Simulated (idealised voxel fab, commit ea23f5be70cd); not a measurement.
Presented below is a process module, voxel ribs on slabs.
Xsec cut, 240 nm wide, square cell size 5 nm.
Heads up, the way a cross-section reads in here is a grid of square cells, handed over as bands from the top down, with every band being one or more rows of cells. Read a band's entry like this: the first values are the height of its top and the height of its bottom in nm, and what follows is the sequence of materials from left to right, each with its width in nm. Note that "blank" is empty space, and that a single material marked "throughout" reaches across the band from edge to edge. Height datum 0, below which the as-received substrate wafer is one material. Lowest band open at the bottom, running downward: "0 down". Quick explanation for "30->40": the width changes in equal steps down the rows of cells, from the first number in the band's top row to the second number in its bottom row. When a step is marked "remained the same", none of the cells in the cross-section changed during that step. Empty spaces counting at least 8 cells and having no open way to the top are listed in "Enclosed void inventory". The notation width x height at distance is used for each, the distance being from the left edge and all three values in nm. What comes after the settings on a step's line is commentary from the simulator itself on that step. The setting "overlay nm" may be written on the line of a step. When the step uses a mask, the value reports how far to the right of the planned place the mask lay, and a negative value reports that it lay to the left.
**Below is the list of planned process steps**
step 1: RECEIVE, material Si
step 2: DIRECTIONAL_DEP, material SiO2, thk nm 30
step 3: DIRECTIONAL_DEP, material SiN, thk nm 25
step 4: DIRECTIONAL_DEP, material aC, thk nm 10
step 5: PATTERN, tone cover, mask id RIB, material resist, width nm 15, thk nm 25, overlay nm 0
step 6: DIRECTIONAL_ETCH, etch materials aC, depth nm 10
step 7: STRIP, etch materials resist
step 8: DIRECTIONAL_ETCH, etch materials SiN, depth nm 15
step 9: STRIP, etch materials aC
step 10: DIRECTIONAL_DEP, material aC, thk nm 15
step 11: PATTERN, tone cover, mask id SLAB, material resist, width nm 45, thk nm 35, overlay nm 0
step 12: DIRECTIONAL_ETCH, etch materials aC, depth nm 15
step 13: STRIP, etch materials resist
step 14: DIRECTIONAL_ETCH, etch materials SiN, depth nm 10
step 15: STRIP, etch materials aC
step 16: FILL_DEP, material SiO2, thk nm 20
step 17: CMP, height nm 65
step 18: DIRECTIONAL_DEP, material W, thk nm 10
step 19: DIRECTIONAL_DEP, material aC, thk nm 15
step 20: PATTERN, tone cover, mask id HEATER, material resist, width nm 25, thk nm 30, overlay nm 0
step 21: DIRECTIONAL_ETCH, etch materials aC, depth nm 15
step 22: STRIP, etch materials resist
step 23: DIRECTIONAL_ETCH, etch materials W, depth nm 10
step 24: STRIP, etch materials aC
step 25: CONFORMAL_DEP, material SiN, thk nm 5
**as received, after step 1**
> 0 down  Si throughout
> Enclosed void inventory: none
**Here's the cross-section of the first of our two wafers at the end of the module - it ran as planned**
> 80 to 75  blank 100 nm / SiN 35 nm / blank 105 nm
> 75 to 70  blank 100 nm / SiN 5 nm / W 25 nm / SiN 5 nm / blank 105 nm
> 70 to 65  SiN 105 nm / W 25 nm / SiN 110 nm
> 65 to 55  SiO2 throughout
> 55 to 40  SiO2 110 nm / SiN 15 nm / SiO2 115 nm
> 40 to 30  SiO2 95 nm / SiN 45 nm / SiO2 100 nm
> 30 to 0  SiO2 throughout
> 0 down  Si throughout
> Enclosed void inventory: none
**The second wafer, shown in cross-section after the module: started the same way as the first and given the same plan, yet one mistake crept into how it was run**
> 80 to 75  blank 100 nm / SiN 35 nm / blank 105 nm
> 75 to 70  blank 100 nm / SiN 5 nm / W 25 nm / SiN 5 nm / blank 105 nm
> 70 to 65  SiN 105 nm / W 25 nm / SiN 110 nm
> 65 to 55  W throughout
> 55 to 30  SiN throughout
> 30 to 0  SiO2 throughout
> 0 down  Si throughout
> Enclosed void inventory: none
It is concluded that the wafer was processed incorrectly with respect to the plan, in that step 4 was processed under conditions differing from the plan, specifically as DIRECTIONAL_DEP, material W, thk nm 10
Counted in cells at the end, the second wafer holds more or fewer of these materials than the first: +213 SiN | -309 SiO2 | +96 W
